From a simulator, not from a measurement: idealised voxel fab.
voxel local oxidation: a process module
The width of the displayed cross-section, cut, is 250 nm; its cells are square, with a size of 5 nm.
In this document a cross-section is written as a grid of square cells. It is given as a series of bands, listed from the top down, and a band is one or more rows of cells. Per band: top height and bottom height in nm, followed by the left-to-right materials and their widths in nm; "all across" marks a single material spanning edge to edge, "blank" marks empty space. Basically, 0 is our baseline, since under it the wafer straight out of the box is all one material. The bottom band has no lower end and keeps on going down, so it looks like "0 and below". The two numbers in a width such as "30..40" mark its ends across the band: the first belongs to the top row of cells, the second to the bottom row, and from each row to the next the width moves by the same amount. A step reported as "left unchanged" is a step in which no cell of the cross-section changed. Basically, "Closed void inventory" tells you about the enclosed voids: empty spaces with no open way to the top, 8 cells or bigger, each written width x height at distance, where distance is from the left edge, all in nm. Where a step's line continues beyond its settings, the continuation is a remark by the simulator itself on that step. overlay nm: right-of-plan distance of the mask on a masked step; negative values mean left-of-plan.

Process steps - plan
step 1: RECEIVE | material Si
step 2: CONFORMAL_DEP | material SiO2 | thk nm 5
step 3: CONFORMAL_DEP | material SiN | thk nm 15
step 4: PATTERN | tone cover | mask id ACTIVE | material resist | width nm 120 | thk nm 15 | overlay nm 0
step 5: DIRECTIONAL_ETCH | etch materials SiN | depth nm 15
step 6: STRIP | etch materials resist
step 7: SELECTIVE_ETCH | etch materials SiO2 | depth nm 5
step 8: OXIDIZE | depth nm 15
step 9: STRIP | etch materials SiN
Variable across wafers: step 4 width nm (plan value is that of the first wafer; starting state common to all).

Step 1 complete: as-received cross-section of the first of several wafers
> 0 and below  Si all across
> Closed void inventory: none

Row per wafer, end-of-module: cell gain (+)/loss (-) by material since the wafer came in, then closed voids
width nm 120, -102 Si, +124 SiO2, Closed void inventory: none
width nm 125, -99 Si, +122 SiO2, Closed void inventory: none
width nm 130, -96 Si, +120 SiO2, Closed void inventory: none
width nm 135, -93 Si, +118 SiO2, Closed void inventory: none
width nm 140, -90 Si, +116 SiO2, Closed void inventory: none
width nm 145, -87 Si, +114 SiO2, Closed void inventory: none
